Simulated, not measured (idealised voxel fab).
You're looking at the process module voxel ribs on slabs.
Shown is cross-section cut, with a width of 185 nm and square cells of size 5 nm.
We lay out every cross-section as a grid of square cells and spell it out in bands from the top down, where one band means one or more rows of cells. Top height, bottom height, nm. Materials left to right, width each, nm. Single material + "throughout" = fills band edge to edge. "blank" = empty. Heights are expressed relative to 0, this being the level below which the as-received wafer comprises one material exclusively. The lowest band is unbounded in the downward direction and is denoted as in "0 nm and below". A two-number width, for instance "30->40", indicates that the width is equal to the first number in the top row of the band and to the second number in the bottom row, and that it changes by a constant amount per row of cells. "no modifications" after a step means that no cell of the cross-section changed. "Closed void catalog": sealed empty spaces, 8 cells or more, no open way to top, listed width x height at distance, with distance from the left edge and width, height and distance in nm. It should be noted that, on the line of a given step, the content following the step's settings is a remark produced by the simulator itself with respect to that step. Each step line may optionally specify "overlay nm", which for a step with a mask gives the rightward distance between the mask's planned place and where it lay, a negative value indicating the leftward direction.
**So here's the lineup of process steps we planned**
1,RECEIVE, material Si
2,DIRECTIONAL_DEP, material SiO2, thk nm 20
3,DIRECTIONAL_DEP, material polySi, thk nm 25
4,MASKED_ETCH, tone cover, mask id RIB, width nm 30, etch materials polySi, depth nm 20, overlay nm 0
5,PATTERN, tone cover, mask id SLAB, material resist, width nm 80, thk nm 20, overlay nm 0
6,DIRECTIONAL_ETCH, etch materials polySi, depth nm 5
7,STRIP, etch materials resist
8,FILL_DEP, material SiO2, thk nm 20
9,CMP, height nm 50
10,DIRECTIONAL_DEP, material TiN, thk nm 5
11,MASKED_ETCH, tone cover, mask id HEATER, width nm 40, etch materials TiN, depth nm 5, overlay nm 0
12,CONFORMAL_DEP, material SiN, thk nm 5
Same starting wafers, different height nm at step 9. Plan value belongs to the first wafer.
**first wafer as received, after step 1**
* 0 nm and below: Si throughout
* Closed void catalog: none
**Where each wafer stands at the end of the module, a row apiece: cells of each material gained (+) or lost (-) since it was received, then closed voids**
height nm 50; +39 SiN; +330 SiO2; +8 TiN; +40 polySi; Closed void catalog: none
height nm 55; +39 SiN; +367 SiO2; +8 TiN; +40 polySi; Closed void catalog: none
height nm 60; +39 SiN; +404 SiO2; +8 TiN; +40 polySi; Closed void catalog: none
height nm 65; +39 SiN; +441 SiO2; +8 TiN; +40 polySi; Closed void catalog: none
